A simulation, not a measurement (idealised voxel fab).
Herein follows the process module entitled voxel wiring stack.
Cross-section cut: width 300 nm, square cells of 5 nm.
Cross-sections here: square-cell grids, written as top-down lists of bands, a band being one or more rows of cells. Quick guide to a band line: top height, bottom height (nm) up front; then every material left to right with its width in nm. Only one material and it's marked "everywhere"? Then it fills the band edge to edge. And "empty" just means empty space. Beneath 0, the wafer as received is one material, and that level is where height counting begins. The lowest band goes on downward without a bottom; it is written like "z 0 and below". A width such as "30->40" changes by the same amount from each row of cells to the next, from the band's top row to its bottom row. "no modifications" (step): cross-section cells unchanged, all of them. "Closed void catalog" contains a list of empty spaces, each no smaller than 8 cells and without an open way to the top, written in the form width x height at distance with the distance from the left edge and all three in nm. The remark found on a step's line after its settings is issued by the simulator itself and pertains to that step. "overlay nm", when on a step's line for a step with a mask, measures how far to the right of its planned place the mask lay; a negative measure means to the left.
This section lists the process steps that were planned
1: RECEIVE (material Si)
2: CONFORMAL_DEP (material SiO2; thk nm 15)
3: CONFORMAL_DEP (material SiN; thk nm 5)
4: DIRECTIONAL_DEP (material SiO2; thk nm 15)
5: DIRECTIONAL_DEP (material aC; thk nm 10)
6: PATTERN (tone open; mask id METAL_1; material resist; width nm 30; pitch nm 55; thk nm 25; overlay nm 0)
7: DIRECTIONAL_ETCH (etch materials aC; depth nm 10)
8: STRIP (etch materials resist)
9: DIRECTIONAL_ETCH (etch materials SiO2; depth nm 15)
10: DIRECTIONAL_ETCH (etch materials SiN; depth nm 5)
11: STRIP (etch materials aC)
12: CONFORMAL_DEP (material TiN; thk nm 5)
13: FILL_DEP (material Ru; thk nm 10)
14: CMP (height nm 35)
15: CONFORMAL_DEP (material SiCN; thk nm 5)
16: DIRECTIONAL_DEP (material lowk; thk nm 30)
17: PATTERN (tone open; mask id METAL_2; material resist; width nm 30; pitch nm 55; thk nm 20; overlay nm 0)
18: DIRECTIONAL_ETCH (etch materials lowk; depth nm 20)
19: STRIP (etch materials resist)
20: MASKED_ETCH (tone open; mask id METAL_2_HOLES; width nm 15; pitch nm 55; etch materials lowk; depth nm 10; overlay nm 0)
21: MASKED_ETCH (tone open; mask id METAL_2_HOLES; width nm 15; pitch nm 55; etch materials SiCN; depth nm 5; overlay nm 0)
22: CONFORMAL_DEP (material TiN; thk nm 5)
23: FILL_DEP (material Cu; thk nm 10)
24: CMP (height nm 70)
25: CONFORMAL_DEP (material SiCN; thk nm 5)
26: DIRECTIONAL_DEP (material SiO2; thk nm 30)
27: MASKED_ETCH (tone open; mask id METAL_3_HOLES; width nm 15; pitch nm 55; etch materials SiO2; depth nm 30; overlay nm 0)
28: MASKED_ETCH (tone open; mask id METAL_3; width nm 30; pitch nm 55; etch materials SiO2; depth nm 20; overlay nm 0)
29: MASKED_ETCH (tone open; mask id METAL_3; width nm 30; pitch nm 55; etch materials SiCN; depth nm 5; overlay nm 0)
30: CONFORMAL_DEP (material TiN; thk nm 5)
31: FILL_DEP (material Cu; thk nm 5)
32: CMP (height nm 105)
33: CONFORMAL_DEP (material SiCN; thk nm 5)
34: DIRECTIONAL_DEP (material lowk; thk nm 30)
35: MASKED_ETCH (tone open; mask id METAL_4_HOLES; width nm 15; pitch nm 55; etch materials lowk; depth nm 30; overlay nm 0)
36: DIRECTIONAL_DEP (material aC; thk nm 10)
37: PATTERN (tone open; mask id METAL_4; material resist; width nm 30; pitch nm 55; thk nm 30; overlay nm 0)
38: DIRECTIONAL_ETCH (etch materials aC; depth nm 10)
39: STRIP (etch materials resist)
40: DIRECTIONAL_ETCH (etch materials lowk; depth nm 20)
41: DIRECTIONAL_ETCH (etch materials SiCN; depth nm 5)
42: STRIP (etch materials aC)
43: CONFORMAL_DEP (material TiN; thk nm 5)
44: FILL_DEP (material Cu; thk nm 5)
45: CMP (height nm 140)
46: CONFORMAL_DEP (material SiN; thk nm 5)
First wafer, two in total, run as planned
Incoming wafer in cross-section (state: after step 1)
> z 0 and below  Si everywhere
> Closed void catalog: none
You're looking at a cross-section of the wafer after step 2
> z 15 to 0  SiO2 everywhere
> Under the height 0 nothing was changed.
You're looking at a cross-section of the wafer after step 3
> z 20 to 15  SiN everywhere
> Under the height 15 nothing was changed.
You're looking at a cross-section of the wafer after step 4
> z 35 to 20  SiO2 everywhere
> Under the height 20 nothing was changed.
You're looking at a cross-section of the wafer after step 5
> z 45 to 35  aC everywhere
> Under the height 35 nothing was changed.
You're looking at a cross-section of the wafer after step 6
> z 70 to 45  resist 80, empty 30, resist 25, empty 30, resist 25, empty 30, resist 80
> Under the height 45 nothing was changed.
You're looking at a cross-section of the wafer after step 7
> z 60 to 45  resist 80, empty 30, resist 25, empty 30, resist 25, empty 30, resist 80
> z 45 to 35  aC 80, empty 30, aC 25, empty 30, aC 25, empty 30, aC 80
> Under the height 35 nothing was changed.
You're looking at a cross-section of the wafer after step 8
> z 45 to 35  aC 80, empty 30, aC 25, empty 30, aC 25, empty 30, aC 80
> Under the height 35 nothing was changed.
You're looking at a cross-section of the wafer after step 9
> z 45 to 35  aC 80, empty 30, aC 25, empty 30, aC 25, empty 30, aC 80
> z 35 to 20  SiO2 80, empty 30, SiO2 25, empty 30, SiO2 25, empty 30, SiO2 80
> Under the height 20 nothing was changed.
You're looking at a cross-section of the wafer after step 10
> z 45 to 35  aC 80, empty 30, aC 25, empty 30, aC 25, empty 30, aC 80
> z 35 to 20  SiO2 80, empty 30, SiO2 25, empty 30, SiO2 25, empty 30, SiO2 80
> z 20 to 15  SiN 80, empty 30, SiN 25, empty 30, SiN 25, empty 30, SiN 80
> Under the height 15 nothing was changed.
You're looking at a cross-section of the wafer after step 11
> z 35 to 20  SiO2 80, empty 30, SiO2 25, empty 30, SiO2 25, empty 30, SiO2 80
> Under the height 20 nothing was changed.
You're looking at a cross-section of the wafer after step 12
> z 40 to 35  TiN 85, empty 20, TiN 35, empty 20, TiN 35, empty 20, TiN 85
> z 35 to 20  SiO2 80, TiN 5, empty 20, TiN 5, SiO2 25, TiN 5, empty 20, TiN 5, SiO2 25, TiN 5, empty 20, TiN 5, SiO2 80
> z 20 to 15  SiN 80, TiN 30, SiN 25, TiN 30, SiN 25, TiN 30, SiN 80
> Under the height 15 nothing was changed.
You're looking at a cross-section of the wafer after step 13
> z 50 to 40  Ru everywhere
> z 40 to 35  TiN 85, Ru 20, TiN 35, Ru 20, TiN 35, Ru 20, TiN 85
> z 35 to 20  SiO2 80, TiN 5, Ru 20, TiN 5, SiO2 25, TiN 5, Ru 20, TiN 5, SiO2 25, TiN 5, Ru 20, TiN 5, SiO2 80
> Under the height 20 nothing was changed.
You're looking at a cross-section of the wafer after step 14
> z 35 to 20  SiO2 80, TiN 5, Ru 20, TiN 5, SiO2 25, TiN 5, Ru 20, TiN 5, SiO2 25, TiN 5, Ru 20, TiN 5, SiO2 80
> Under the height 20 nothing was changed.
You're looking at a cross-section of the wafer after step 15
> z 40 to 35  SiCN everywhere
> Under the height 35 nothing was changed.
You're looking at a cross-section of the wafer after step 16
> z 70 to 40  lowk everywhere
> Under the height 40 nothing was changed.
You're looking at a cross-section of the wafer after step 17
> z 90 to 70  resist 80, empty 30, resist 25, empty 30, resist 25, empty 30, resist 80
> Under the height 70 nothing was changed.
You're looking at a cross-section of the wafer after step 18
> z 90 to 70  resist 80, empty 30, resist 25, empty 30, resist 25, empty 30, resist 80
> z 70 to 50  lowk 80, empty 30, lowk 25, empty 30, lowk 25, empty 30, lowk 80
> Under the height 50 nothing was changed.
You're looking at a cross-section of the wafer after step 19
> z 70 to 50  lowk 80, empty 30, lowk 25, empty 30, lowk 25, empty 30, lowk 80
> Under the height 50 nothing was changed.
You're looking at a cross-section of the wafer after step 20
> z 70 to 50  lowk 80, empty 30, lowk 25, empty 30, lowk 25, empty 30, lowk 80
> z 50 to 40  lowk 80, empty 15, lowk 40, empty 15, lowk 40, empty 15, lowk 95
> Under the height 40 nothing was changed.
You're looking at a cross-section of the wafer after step 21
> z 70 to 50  lowk 80, empty 30, lowk 25, empty 30, lowk 25, empty 30, lowk 80
> z 50 to 40  lowk 80, empty 15, lowk 40, empty 15, lowk 40, empty 15, lowk 95
> z 40 to 35  SiCN 80, empty 15, SiCN 40, empty 15, SiCN 40, empty 15, SiCN 95
> Under the height 35 nothing was changed.
You're looking at a cross-section of the wafer after step 22
> z 75 to 70  TiN 85, empty 20, TiN 35, empty 20, TiN 35, empty 20, TiN 85
> z 70 to 55  lowk 80, TiN 5, empty 20, TiN 5, lowk 25, TiN 5, empty 20, TiN 5, lowk 25, TiN 5, empty 20, TiN 5, lowk 80
> z 55 to 50  lowk 80, TiN 5, empty 5, TiN 20, lowk 25, TiN 5, empty 5, TiN 20, lowk 25, TiN 5, empty 5, TiN 20, lowk 80
> z 50 to 40  lowk 80, TiN 5, empty 5, TiN 5, lowk 40, TiN 5, empty 5, TiN 5, lowk 40, TiN 5, empty 5, TiN 5, lowk 95
> z 40 to 35  SiCN 80, TiN 15, SiCN 40, TiN 15, SiCN 40, TiN 15, SiCN 95
> Under the height 35 nothing was changed.
You're looking at a cross-section of the wafer after step 23
> z 85 to 75  Cu everywhere
> z 75 to 70  TiN 85, Cu 20, TiN 35, Cu 20, TiN 35, Cu 20, TiN 85
> z 70 to 55  lowk 80, TiN 5, Cu 20, TiN 5, lowk 25, TiN 5, Cu 20, TiN 5, lowk 25, TiN 5, Cu 20, TiN 5, lowk 80
> z 55 to 50  lowk 80, TiN 5, Cu 5, TiN 20, lowk 25, TiN 5, Cu 5, TiN 20, lowk 25, TiN 5, Cu 5, TiN 20, lowk 80
> z 50 to 40  lowk 80, TiN 5, Cu 5, TiN 5, lowk 40, TiN 5, Cu 5, TiN 5, lowk 40, TiN 5, Cu 5, TiN 5, lowk 95
> Under the height 40 nothing was changed.
You're looking at a cross-section of the wafer after step 24
> z 70 to 55  lowk 80, TiN 5, Cu 20, TiN 5, lowk 25, TiN 5, Cu 20, TiN 5, lowk 25, TiN 5, Cu 20, TiN 5, lowk 80
> Under the height 55 nothing was changed.
You're looking at a cross-section of the wafer after step 25
> z 75 to 70  SiCN everywhere
> Under the height 70 nothing was changed.
You're looking at a cross-section of the wafer after step 26
> z 105 to 75  SiO2 everywhere
> Under the height 75 nothing was changed.
You're looking at a cross-section of the wafer after step 27
> z 105 to 75  SiO2 80, empty 15, SiO2 40, empty 15, SiO2 40, empty 15, SiO2 95
> Under the height 75 nothing was changed.
You're looking at a cross-section of the wafer after step 28
> z 105 to 85  SiO2 80, empty 30, SiO2 25, empty 30, SiO2 25, empty 30, SiO2 80
> Under the height 85 nothing was changed.
You're looking at a cross-section of the wafer after step 29
> z 105 to 85  SiO2 80, empty 30, SiO2 25, empty 30, SiO2 25, empty 30, SiO2 80
> z 85 to 75  SiO2 80, empty 15, SiO2 40, empty 15, SiO2 40, empty 15, SiO2 95
> z 75 to 70  SiCN 80, empty 15, SiCN 40, empty 15, SiCN 40, empty 15, SiCN 95
> Under the height 70 nothing was changed.
You're looking at a cross-section of the wafer after step 30
> z 110 to 105  TiN 85, empty 20, TiN 35, empty 20, TiN 35, empty 20, TiN 85
> z 105 to 90  SiO2 80, TiN 5, empty 20, TiN 5, SiO2 25, TiN 5, empty 20, TiN 5, SiO2 25, TiN 5, empty 20, TiN 5, SiO2 80
> z 90 to 85  SiO2 80, TiN 5, empty 5, TiN 20, SiO2 25, TiN 5, empty 5, TiN 20, SiO2 25, TiN 5, empty 5, TiN 20, SiO2 80
> z 85 to 75  SiO2 80, TiN 5, empty 5, TiN 5, SiO2 40, TiN 5, empty 5, TiN 5, SiO2 40, TiN 5, empty 5, TiN 5, SiO2 95
> z 75 to 70  SiCN 80, TiN 15, SiCN 40, TiN 15, SiCN 40, TiN 15, SiCN 95
> Under the height 70 nothing was changed.
You're looking at a cross-section of the wafer after step 31
> z 115 to 110  Cu everywhere
> z 110 to 105  TiN 85, Cu 20, TiN 35, Cu 20, TiN 35, Cu 20, TiN 85
> z 105 to 90  SiO2 80, TiN 5, Cu 20, TiN 5, SiO2 25, TiN 5, Cu 20, TiN 5, SiO2 25, TiN 5, Cu 20, TiN 5, SiO2 80
> z 90 to 85  SiO2 80, TiN 5, Cu 5, TiN 20, SiO2 25, TiN 5, Cu 5, TiN 20, SiO2 25, TiN 5, Cu 5, TiN 20, SiO2 80
> z 85 to 75  SiO2 80, TiN 5, Cu 5, TiN 5, SiO2 40, TiN 5, Cu 5, TiN 5, SiO2 40, TiN 5, Cu 5, TiN 5, SiO2 95
> Under the height 75 nothing was changed.
You're looking at a cross-section of the wafer after step 32
> z 105 to 90  SiO2 80, TiN 5, Cu 20, TiN 5, SiO2 25, TiN 5, Cu 20, TiN 5, SiO2 25, TiN 5, Cu 20, TiN 5, SiO2 80
> Under the height 90 nothing was changed.
You're looking at a cross-section of the wafer after step 33
> z 110 to 105  SiCN everywhere
> Under the height 105 nothing was changed.
You're looking at a cross-section of the wafer after step 34
> z 140 to 110  lowk everywhere
> Under the height 110 nothing was changed.
You're looking at a cross-section of the wafer after step 35
> z 140 to 110  lowk 80, empty 15, lowk 40, empty 15, lowk 40, empty 15, lowk 95
> Under the height 110 nothing was changed.
You're looking at a cross-section of the wafer after step 36
> z 150 to 140  aC 80, empty 15, aC 40, empty 15, aC 40, empty 15, aC 95
> z 140 to 120  lowk 80, empty 15, lowk 40, empty 15, lowk 40, empty 15, lowk 95
> z 120 to 110  lowk 80, aC 15, lowk 40, aC 15, lowk 40, aC 15, lowk 95
> Under the height 110 nothing was changed.
You're looking at a cross-section of the wafer after step 37
> z 180 to 150  resist 80, empty 30, resist 25, empty 30, resist 25, empty 30, resist 80
> Under the height 150 nothing was changed.
You're looking at a cross-section of the wafer after step 38
> z 170 to 150  resist 80, empty 30, resist 25, empty 30, resist 25, empty 30, resist 80
> z 150 to 140  aC 80, empty 30, aC 25, empty 30, aC 25, empty 30, aC 80
> z 140 to 110  lowk 80, empty 15, lowk 40, empty 15, lowk 40, empty 15, lowk 95
> Under the height 110 nothing was changed.
You're looking at a cross-section of the wafer after step 39
> z 150 to 140  aC 80, empty 30, aC 25, empty 30, aC 25, empty 30, aC 80
> Under the height 140 nothing was changed.
You're looking at a cross-section of the wafer after step 40
> z 150 to 140  aC 80, empty 30, aC 25, empty 30, aC 25, empty 30, aC 80
> z 140 to 120  lowk 80, empty 30, lowk 25, empty 30, lowk 25, empty 30, lowk 80
> Under the height 120 nothing was changed.
You're looking at a cross-section of the wafer after step 41
> z 150 to 140  aC 80, empty 30, aC 25, empty 30, aC 25, empty 30, aC 80
> z 140 to 120  lowk 80, empty 30, lowk 25, empty 30, lowk 25, empty 30, lowk 80
> z 120 to 110  lowk 80, empty 15, lowk 40, empty 15, lowk 40, empty 15, lowk 95
> z 110 to 105  SiCN 80, empty 15, SiCN 40, empty 15, SiCN 40, empty 15, SiCN 95
> Under the height 105 nothing was changed.
You're looking at a cross-section of the wafer after step 42
> z 140 to 120  lowk 80, empty 30, lowk 25, empty 30, lowk 25, empty 30, lowk 80
> Under the height 120 nothing was changed.
You're looking at a cross-section of the wafer after step 43
> z 145 to 140  TiN 85, empty 20, TiN 35, empty 20, TiN 35, empty 20, TiN 85
> z 140 to 125  lowk 80, TiN 5, empty 20, TiN 5, lowk 25, TiN 5, empty 20, TiN 5, lowk 25, TiN 5, empty 20, TiN 5, lowk 80
> z 125 to 120  lowk 80, TiN 5, empty 5, TiN 20, lowk 25, TiN 5, empty 5, TiN 20, lowk 25, TiN 5, empty 5, TiN 20, lowk 80
> z 120 to 110  lowk 80, TiN 5, empty 5, TiN 5, lowk 40, TiN 5, empty 5, TiN 5, lowk 40, TiN 5, empty 5, TiN 5, lowk 95
> z 110 to 105  SiCN 80, TiN 15, SiCN 40, TiN 15, SiCN 40, TiN 15, SiCN 95
> Under the height 105 nothing was changed.
You're looking at a cross-section of the wafer after step 44
> z 150 to 145  Cu everywhere
> z 145 to 140  TiN 85, Cu 20, TiN 35, Cu 20, TiN 35, Cu 20, TiN 85
> z 140 to 125  lowk 80, TiN 5, Cu 20, TiN 5, lowk 25, TiN 5, Cu 20, TiN 5, lowk 25, TiN 5, Cu 20, TiN 5, lowk 80
> z 125 to 120  lowk 80, TiN 5, Cu 5, TiN 20, lowk 25, TiN 5, Cu 5, TiN 20, lowk 25, TiN 5, Cu 5, TiN 20, lowk 80
> z 120 to 110  lowk 80, TiN 5, Cu 5, TiN 5, lowk 40, TiN 5, Cu 5, TiN 5, lowk 40, TiN 5, Cu 5, TiN 5, lowk 95
> Under the height 110 nothing was changed.
You're looking at a cross-section of the wafer after step 45
> z 140 to 125  lowk 80, TiN 5, Cu 20, TiN 5, lowk 25, TiN 5, Cu 20, TiN 5, lowk 25, TiN 5, Cu 20, TiN 5, lowk 80
> Under the height 125 nothing was changed.
You're looking at a cross-section of the wafer after step 46
> z 145 to 140  SiN everywhere
> Under the height 140 nothing was changed.
Wafer two of the pair: same origin, same plan, one error during the run; identical to wafer one up to and including step 15
Look at the second wafer in cross-section at the time step 16 ought to have finished
> z 100 to 40  lowk everywhere
> Under the height 40 nothing was changed.
Look at the second wafer in cross-section at the time step 17 ought to have finished
> z 120 to 100  resist 80, empty 30, resist 25, empty 30, resist 25, empty 30, resist 80
> Under the height 100 nothing was changed.
Look at the second wafer in cross-section at the time step 18 ought to have finished
> z 120 to 100  resist 80, empty 30, resist 25, empty 30, resist 25, empty 30, resist 80
> z 100 to 80  lowk 80, empty 30, lowk 25, empty 30, lowk 25, empty 30, lowk 80
> Under the height 80 nothing was changed.
Look at the second wafer in cross-section at the time step 19 ought to have finished
> z 100 to 80  lowk 80, empty 30, lowk 25, empty 30, lowk 25, empty 30, lowk 80
> Under the height 80 nothing was changed.
Look at the second wafer in cross-section at the time step 20 ought to have finished
> z 100 to 80  lowk 80, empty 30, lowk 25, empty 30, lowk 25, empty 30, lowk 80
> z 80 to 70  lowk 80, empty 15, lowk 40, empty 15, lowk 40, empty 15, lowk 95
> Under the height 70 nothing was changed.
Look at the second wafer in cross-section at the time step 21 ought to have finished: no modifications
Look at the second wafer in cross-section at the time step 22 ought to have finished
> z 105 to 100  TiN 85, empty 20, TiN 35, empty 20, TiN 35, empty 20, TiN 85
> z 100 to 85  lowk 80, TiN 5, empty 20, TiN 5, lowk 25, TiN 5, empty 20, TiN 5, lowk 25, TiN 5, empty 20, TiN 5, lowk 80
> z 85 to 75  lowk 80, TiN 5, empty 5, TiN 20->5, lowk 25->40, TiN 5, empty 5, TiN 20->5, lowk 25->40, TiN 5, empty 5, TiN 20->5, lowk 80->95
> z 75 to 70  lowk 80, TiN 15, lowk 40, TiN 15, lowk 40, TiN 15, lowk 95
> Under the height 70 nothing was changed.
Look at the second wafer in cross-section at the time step 23 ought to have finished
> z 115 to 105  Cu everywhere
> z 105 to 100  TiN 85, Cu 20, TiN 35, Cu 20, TiN 35, Cu 20, TiN 85
> z 100 to 85  lowk 80, TiN 5, Cu 20, TiN 5, lowk 25, TiN 5, Cu 20, TiN 5, lowk 25, TiN 5, Cu 20, TiN 5, lowk 80
> z 85 to 75  lowk 80, TiN 5, Cu 5, TiN 20->5, lowk 25->40, TiN 5, Cu 5, TiN 20->5, lowk 25->40, TiN 5, Cu 5, TiN 20->5, lowk 80->95
> Under the height 75 nothing was changed.
Look at the second wafer in cross-section at the time step 24 ought to have finished
> z 70 to 40  lowk everywhere
> Under the height 40 nothing was changed.
Look at the second wafer in cross-section at the time step 25 ought to have finished
> z 75 to 70  SiCN everywhere
> Under the height 70 nothing was changed.
Look at the second wafer in cross-section at the time step 26 ought to have finished
> z 105 to 75  SiO2 everywhere
> Under the height 75 nothing was changed.
Look at the second wafer in cross-section at the time step 27 ought to have finished
> z 105 to 75  SiO2 80, empty 15, SiO2 40, empty 15, SiO2 40, empty 15, SiO2 95
> Under the height 75 nothing was changed.
Look at the second wafer in cross-section at the time step 28 ought to have finished
> z 105 to 85  SiO2 80, empty 30, SiO2 25, empty 30, SiO2 25, empty 30, SiO2 80
> Under the height 85 nothing was changed.
Look at the second wafer in cross-section at the time step 29 ought to have finished
> z 105 to 85  SiO2 80, empty 30, SiO2 25, empty 30, SiO2 25, empty 30, SiO2 80
> z 85 to 75  SiO2 80, empty 15, SiO2 40, empty 15, SiO2 40, empty 15, SiO2 95
> z 75 to 70  SiCN 80, empty 15, SiCN 40, empty 15, SiCN 40, empty 15, SiCN 95
> Under the height 70 nothing was changed.
Look at the second wafer in cross-section at the time step 30 ought to have finished
> z 110 to 105  TiN 85, empty 20, TiN 35, empty 20, TiN 35, empty 20, TiN 85
> z 105 to 90  SiO2 80, TiN 5, empty 20, TiN 5, SiO2 25, TiN 5, empty 20, TiN 5, SiO2 25, TiN 5, empty 20, TiN 5, SiO2 80
> z 90 to 85  SiO2 80, TiN 5, empty 5, TiN 20, SiO2 25, TiN 5, empty 5, TiN 20, SiO2 25, TiN 5, empty 5, TiN 20, SiO2 80
> z 85 to 75  SiO2 80, TiN 5, empty 5, TiN 5, SiO2 40, TiN 5, empty 5, TiN 5, SiO2 40, TiN 5, empty 5, TiN 5, SiO2 95
> z 75 to 70  SiCN 80, TiN 15, SiCN 40, TiN 15, SiCN 40, TiN 15, SiCN 95
> Under the height 70 nothing was changed.
Look at the second wafer in cross-section at the time step 31 ought to have finished
> z 115 to 110  Cu everywhere
> z 110 to 105  TiN 85, Cu 20, TiN 35, Cu 20, TiN 35, Cu 20, TiN 85
> z 105 to 90  SiO2 80, TiN 5, Cu 20, TiN 5, SiO2 25, TiN 5, Cu 20, TiN 5, SiO2 25, TiN 5, Cu 20, TiN 5, SiO2 80
> z 90 to 85  SiO2 80, TiN 5, Cu 5, TiN 20, SiO2 25, TiN 5, Cu 5, TiN 20, SiO2 25, TiN 5, Cu 5, TiN 20, SiO2 80
> z 85 to 75  SiO2 80, TiN 5, Cu 5, TiN 5, SiO2 40, TiN 5, Cu 5, TiN 5, SiO2 40, TiN 5, Cu 5, TiN 5, SiO2 95
> Under the height 75 nothing was changed.
Look at the second wafer in cross-section at the time step 32 ought to have finished
> z 105 to 90  SiO2 80, TiN 5, Cu 20, TiN 5, SiO2 25, TiN 5, Cu 20, TiN 5, SiO2 25, TiN 5, Cu 20, TiN 5, SiO2 80
> Under the height 90 nothing was changed.
Look at the second wafer in cross-section at the time step 33 ought to have finished
> z 110 to 105  SiCN everywhere
> Under the height 105 nothing was changed.
Look at the second wafer in cross-section at the time step 34 ought to have finished
> z 140 to 110  lowk everywhere
> Under the height 110 nothing was changed.
Look at the second wafer in cross-section at the time step 35 ought to have finished
> z 140 to 110  lowk 80, empty 15, lowk 40, empty 15, lowk 40, empty 15, lowk 95
> Under the height 110 nothing was changed.
Look at the second wafer in cross-section at the time step 36 ought to have finished
> z 150 to 140  aC 80, empty 15, aC 40, empty 15, aC 40, empty 15, aC 95
> z 140 to 120  lowk 80, empty 15, lowk 40, empty 15, lowk 40, empty 15, lowk 95
> z 120 to 110  lowk 80, aC 15, lowk 40, aC 15, lowk 40, aC 15, lowk 95
> Under the height 110 nothing was changed.
Look at the second wafer in cross-section at the time step 37 ought to have finished
> z 180 to 150  resist 80, empty 30, resist 25, empty 30, resist 25, empty 30, resist 80
> Under the height 150 nothing was changed.
Look at the second wafer in cross-section at the time step 38 ought to have finished
> z 170 to 150  resist 80, empty 30, resist 25, empty 30, resist 25, empty 30, resist 80
> z 150 to 140  aC 80, empty 30, aC 25, empty 30, aC 25, empty 30, aC 80
> z 140 to 110  lowk 80, empty 15, lowk 40, empty 15, lowk 40, empty 15, lowk 95
> Under the height 110 nothing was changed.
Look at the second wafer in cross-section at the time step 39 ought to have finished
> z 150 to 140  aC 80, empty 30, aC 25, empty 30, aC 25, empty 30, aC 80
> Under the height 140 nothing was changed.
Look at the second wafer in cross-section at the time step 40 ought to have finished
> z 150 to 140  aC 80, empty 30, aC 25, empty 30, aC 25, empty 30, aC 80
> z 140 to 120  lowk 80, empty 30, lowk 25, empty 30, lowk 25, empty 30, lowk 80
> Under the height 120 nothing was changed.
Look at the second wafer in cross-section at the time step 41 ought to have finished
> z 150 to 140  aC 80, empty 30, aC 25, empty 30, aC 25, empty 30, aC 80
> z 140 to 120  lowk 80, empty 30, lowk 25, empty 30, lowk 25, empty 30, lowk 80
> z 120 to 110  lowk 80, empty 15, lowk 40, empty 15, lowk 40, empty 15, lowk 95
> z 110 to 105  SiCN 80, empty 15, SiCN 40, empty 15, SiCN 40, empty 15, SiCN 95
> Under the height 105 nothing was changed.
Look at the second wafer in cross-section at the time step 42 ought to have finished
> z 140 to 120  lowk 80, empty 30, lowk 25, empty 30, lowk 25, empty 30, lowk 80
> Under the height 120 nothing was changed.
Look at the second wafer in cross-section at the time step 43 ought to have finished
> z 145 to 140  TiN 85, empty 20, TiN 35, empty 20, TiN 35, empty 20, TiN 85
> z 140 to 125  lowk 80, TiN 5, empty 20, TiN 5, lowk 25, TiN 5, empty 20, TiN 5, lowk 25, TiN 5, empty 20, TiN 5, lowk 80
> z 125 to 120  lowk 80, TiN 5, empty 5, TiN 20, lowk 25, TiN 5, empty 5, TiN 20, lowk 25, TiN 5, empty 5, TiN 20, lowk 80
> z 120 to 110  lowk 80, TiN 5, empty 5, TiN 5, lowk 40, TiN 5, empty 5, TiN 5, lowk 40, TiN 5, empty 5, TiN 5, lowk 95
> z 110 to 105  SiCN 80, TiN 15, SiCN 40, TiN 15, SiCN 40, TiN 15, SiCN 95
> Under the height 105 nothing was changed.
Look at the second wafer in cross-section at the time step 44 ought to have finished
> z 150 to 145  Cu everywhere
> z 145 to 140  TiN 85, Cu 20, TiN 35, Cu 20, TiN 35, Cu 20, TiN 85
> z 140 to 125  lowk 80, TiN 5, Cu 20, TiN 5, lowk 25, TiN 5, Cu 20, TiN 5, lowk 25, TiN 5, Cu 20, TiN 5, lowk 80
> z 125 to 120  lowk 80, TiN 5, Cu 5, TiN 20, lowk 25, TiN 5, Cu 5, TiN 20, lowk 25, TiN 5, Cu 5, TiN 20, lowk 80
> z 120 to 110  lowk 80, TiN 5, Cu 5, TiN 5, lowk 40, TiN 5, Cu 5, TiN 5, lowk 40, TiN 5, Cu 5, TiN 5, lowk 95
> Under the height 110 nothing was changed.
Look at the second wafer in cross-section at the time step 45 ought to have finished
> z 140 to 125  lowk 80, TiN 5, Cu 20, TiN 5, lowk 25, TiN 5, Cu 20, TiN 5, lowk 25, TiN 5, Cu 20, TiN 5, lowk 80
> Under the height 125 nothing was changed.
Look at the second wafer in cross-section at the time step 46 ought to have finished
> z 145 to 140  SiN everywhere
> Under the height 140 nothing was changed.
Here's what went sideways: plan step 16 was twice executed
The closing comparison, in cells, has the second wafer with more or fewer of some materials than the first: Cu -45, SiCN +9, TiN -54, lowk +90
